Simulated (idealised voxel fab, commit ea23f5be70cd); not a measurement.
The following is a process module called voxel wiring stack.
FYI the section here is cut, 140 nm wide, cells are 5 nm squares.
Cross-section format: a grid of square cells, given as bands from top to bottom; each band is one or more rows of cells. In this notation a band is specified by the heights of its top and bottom, in that order and in nm, after which its materials appear from left to right, each paired with its width in nm. The word "full width" attached to a single material means that material fills the band from edge to edge; the word "empty" stands for empty space. It should be noted that heights are counted from 0, beneath which the wafer as supplied is of one material throughout, and that the lowest band possesses no lower boundary but continues downward, as written in "0 nm and below". Width "30->40": first value at the band's top row of cells, second value at its bottom row, equal change from row to row. The cross-section has no changed cell in any step marked "no modification". Listed in "Fully closed voids": every empty space of 8 or more cells without an open way to the top. Form: width x height at distance, the distance being from the left edge, all in nm. If you see something after the settings on a step's line, that's the simulator's own remark about that step. overlay nm: right-of-plan distance of the mask on a masked step; negative values mean left-of-plan.
### Intended process steps
1) RECEIVE,material Si
2) CONFORMAL_DEP,material SiO2,thk nm 15
3) DIRECTIONAL_DEP,material TiN,thk nm 5
4) DIRECTIONAL_DEP,material W,thk nm 15
5) PATTERN,tone cover,mask id METAL_1,material resist,width nm 20,pitch nm 40,thk nm 20,overlay nm 0
6) DIRECTIONAL_ETCH,etch materials W,depth nm 15
7) DIRECTIONAL_ETCH,etch materials TiN,depth nm 5
8) STRIP,etch materials resist
9) FILL_DEP,material SiO2,thk nm 5
10) CMP,height nm 35
11) CONFORMAL_DEP,material SiCN,thk nm 5
12) DIRECTIONAL_DEP,material lowk,thk nm 35
13) MASKED_ETCH,tone open,mask id METAL_2_HOLES,width nm 15,pitch nm 40,etch materials lowk,depth nm 35,overlay nm 0
14) PATTERN,tone open,mask id METAL_2,material resist,width nm 20,pitch nm 40,thk nm 15,overlay nm 0
15) DIRECTIONAL_ETCH,etch materials lowk,depth nm 20
16) DIRECTIONAL_ETCH,etch materials SiCN,depth nm 5
17) STRIP,etch materials resist
18) CONFORMAL_DEP,material TiN,thk nm 5
19) FILL_DEP,material Ru,thk nm 5
20) CMP,height nm 75
21) CONFORMAL_DEP,material SiN,thk nm 5
### Wafer at receipt (post step 1), cross-section
    0 nm and below: Si full width
    Fully closed voids: none
### Cross-section at module end, one run error; start and plan unchanged from above
    80 nm to 75 nm: W full width
    75 nm to 60 nm: 20 of lowk | 5 of TiN | 10 of Ru | 5 of TiN | 20 of lowk | 5 of TiN | 10 of Ru | 5 of TiN | 20 of lowk | 5 of TiN | 10 of Ru | 5 of TiN | 20 of lowk
    60 nm to 55 nm: 20 of lowk | 5 of TiN | 5 of Ru | 10 of TiN | 20 of lowk | 5 of TiN | 5 of Ru | 10 of TiN | 20 of lowk | 5 of TiN | 5 of Ru | 10 of TiN | 20 of lowk
    55 nm to 40 nm: 20 of lowk | 5 of TiN | 5 of Ru | 5 of TiN | 25 of lowk | 5 of TiN | 5 of Ru | 5 of TiN | 25 of lowk | 5 of TiN | 5 of Ru | 5 of TiN | 25 of lowk
    40 nm to 35 nm: 20 of SiCN | 15 of TiN | 25 of SiCN | 15 of TiN | 25 of SiCN | 15 of TiN | 25 of SiCN
    35 nm to 20 nm: 20 of SiO2 | 20 of W | 20 of SiO2 | 20 of W | 20 of SiO2 | 20 of W | 20 of SiO2
    20 nm to 15 nm: 20 of SiO2 | 20 of TiN | 20 of SiO2 | 20 of TiN | 20 of SiO2 | 20 of TiN | 20 of SiO2
    15 nm to 0 nm: SiO2 full width
    0 nm and below: Si full width
    Fully closed voids: none
Want to know what went wrong? it should be noted that step 21 was executed with settings other than those planned, the operation and settings actually applied being CONFORMAL_DEP,material W,thk nm 5
